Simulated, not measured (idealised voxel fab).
The following process module bears the name voxel lift off.
For reference, the cross-section in this document is cut, with width 165 nm and square cells of 5 nm.
Bands, listed from the top down, are how a cross-section gets written in this document; the cross-section itself is a grid of square cells, and a band is one or more rows of them. Within each band entry, the heights of the top and of the bottom of the band appear first, in that order and in nm; the materials of the band then follow from left to right, each with its corresponding width in nm. The designation "throughout" on a single material indicates that it fills the band from edge to edge; the designation "blank" indicates empty space. All heights in this document are referenced to 0, defined as the level beneath which the wafer, as received, consists entirely of one material. The lowest band is not bounded below; it extends indefinitely downward and is written in the form "0 down". Read "30 to 40" as a graded width: first number on top, second number at the bottom, same change between each pair of neighbouring rows. "all unchanged" -> step changed no cross-section cell. Each empty space that has no open way to the top and spans at least 8 cells appears under "Entrapped voids" as width x height at distance, the distance counted from the left edge, all in nm. Step line, after settings: the simulator's comment on this step. "overlay nm" on a masked step: distance the mask lay right of its planned place, negative for left.
[Steps in the process plan]
1: RECEIVE [material Si]
2: CONFORMAL_DEP [material SiO2] [thk nm 15]
3: PATTERN [tone open] [mask id LINES] [material resist] [width nm 20] [pitch nm 35] [thk nm 25] [overlay nm 0]
4: DIRECTIONAL_DEP [material Ru] [thk nm 15]
5: STRIP [etch materials resist]
6: CONFORMAL_DEP [material SiN] [thk nm 10]
[Received-state cross-section, reflecting completion of step 1]
> 0 down  Si throughout
> Entrapped voids: none
[The first of the two wafers as seen in cross-section once the module was finished; processing followed the plan]
> 40 to 30  blank: 25; SiN: 110; blank: 30
> 30 to 25  blank: 25; SiN: 10; Ru: 20; SiN: 15; Ru: 20; SiN: 15; Ru: 20; SiN: 10; blank: 30
> 25 to 15  SiN: 35; Ru: 20; SiN: 15; Ru: 20; SiN: 15; Ru: 20; SiN: 40
> 15 to 0  SiO2 throughout
> 0 down  Si throughout
> Entrapped voids: none
[Wafer two, sectioned after the module: the first wafer's start, the first wafer's plan, and one mistake in how it was run]
> 30 to 15  blank: 35; Ru: 20; blank: 15; Ru: 20; blank: 15; Ru: 20; blank: 40
> 15 to 0  SiO2 throughout
> 0 down  Si throughout
> Entrapped voids: none
Heads up, the wafer didn't run the way we planned it: no execution of plan step 6; skipped
at the end the second wafer has, in cells: 96 fewer of SiN
